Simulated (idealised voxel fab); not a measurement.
A process module follows: voxel tone inversion.
Cross-sectional view cut (width: 185 nm; square cell size: 5 nm).
For the purposes of this document, a cross-section shall be understood as a grid of square cells, specified as bands listed in top-to-bottom order, each band consisting of one or more rows of cells. Top height, bottom height, nm. Materials left to right, width each, nm. Single material + "everywhere" = fills band edge to edge. "empty" = empty. Counting heights begins at 0, where everything beneath is, in the wafer as received, one material. The lowest band has no bottom; it goes on downwards, as "0 and below" shows. Quick explanation for "30 to 40": the width changes in equal steps down the rows of cells, from the first number in the band's top row to the second number in its bottom row. "nothing different" (step): cross-section cells unchanged, all of them. Closed-off voids of 8+ cells (no open route to the top) go in "Sealed void list", written width x height at distance from the left edge, in nm. Read whatever lies past the settings on a step's line as the simulator's own remark about the step. "overlay nm", when on a step's line for a step with a mask, measures how far to the right of its planned place the mask lay; a negative measure means to the left.
## Planned process steps
- 1: RECEIVE (material Si)
- 2: CONFORMAL_DEP (material SiCN; thk nm 10)
- 3: DIRECTIONAL_DEP (material aC; thk nm 15)
- 4: PATTERN (tone cover; mask id POSTS; material resist; width nm 20; pitch nm 50; thk nm 20; overlay nm 0)
- 5: DIRECTIONAL_ETCH (etch materials aC; depth nm 15)
- 6: STRIP (etch materials resist)
- 7: FILL_DEP (material lowk; thk nm 10)
- 8: CMP (height nm 25)
- 9: STRIP (etch materials aC)
- 10: CONFORMAL_DEP (material TiN; thk nm 5)
- 11: FILL_DEP (material W; thk nm 5)
- 12: CMP (height nm 25)
- 13: CONFORMAL_DEP (material SiCN; thk nm 5)
## As-received state of the wafer in cross-section, equivalent to post-step 1
	0 and below | Si everywhere
	Sealed void list: none
## Wafer cross-section at end of module: start and plan as shown above, one execution error
	30 down to 15 | SiCN everywhere
	15 down to 0 | aC everywhere
	0 and below | Si everywhere
	Sealed void list: none
What was done differently from what was planned? deviation from plan: step 3 and step 2 executed in one another's positions
